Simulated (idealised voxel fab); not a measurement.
Proc. module: voxel fin reveal
Xsec cut, 300 nm wide, square cell size 5 nm.
Cross-section, as written here: a square-cell grid given band by band from the top down, where a band holds one or more rows of cells.
It is stipulated that each band's entry specify, in nanometres, the height of the top of the band and then that of its bottom, followed by the materials of the band in left-to-right sequence, each together with its width in nanometres. A single material marked by the word "all across" is understood to fill the band from edge to edge; the word "air" is understood to denote empty space.
Heights are reckoned from 0. Under this level, the received wafer is all of one material. The bottommost band is open-ended downward, for example "top 0, no bottom".
Per-row width for "30->40": begins at first number (top row of band), ends at second number (bottom row), increment between rows held constant.
Given "no change occurred" for a step, no cell of the cross-section differs between before and after that step.
Heads up: "Tabulated closed voids" only lists the empty pockets with no open path to the top that are 8 cells or more, and it writes them as width x height at distance, distance from the left edge, in nm.
It should be noted that, on the line of a given step, the content following the step's settings is a remark produced by the simulator itself with respect to that step.
The setting "overlay nm" may be written on the line of a step. When the step uses a mask, the value reports how far to the right of the planned place the mask lay, and a negative value reports that it lay to the left.
### Set out below are the planned steps of the process
- 1: RECEIVE,material Si
- 2: CONFORMAL_DEP,material SiN,thk nm 10
- 3: PATTERN,tone cover,mask id FINS,material resist,width nm 15,pitch nm 35,thk nm 20,overlay nm 0
- 4: DIRECTIONAL_ETCH,etch materials SiN,depth nm 10
- 5: DIRECTIONAL_ETCH,etch materials Si,depth nm 35
- 6: STRIP,etch materials resist
- 7: OXIDIZE,depth nm 5
- 8: FILL_DEP,material SiO2,thk nm 15
- 9: CMP,height nm 10
- 10: SELECTIVE_ETCH,etch materials SiO2,depth nm 25
- 11: STRIP,etch materials SiN
### Wafer as received: cross-section following step 1
- top 0, no bottom = Si all across
- Tabulated closed voids: none
### Figure: cross-sectional view of the wafer upon completion of the module, processed from the initial state and according to the plan depicted above, with one error introduced during execution
- top 0, bottom -15 = air 130 nm, then Si 5 nm, then air 30 nm, then Si 5 nm, then air 130 nm
- top -15, bottom -30 = SiO2 130 nm, then Si 5 nm, then SiO2 30 nm, then Si 5 nm, then SiO2 130 nm
- top -30, no bottom = Si all across
- Tabulated closed voids: none
The mistake made against the process plan was this: contrary to plan, step 5 was performed as DIRECTIONAL_ETCH,etch materials Si,depth nm 25
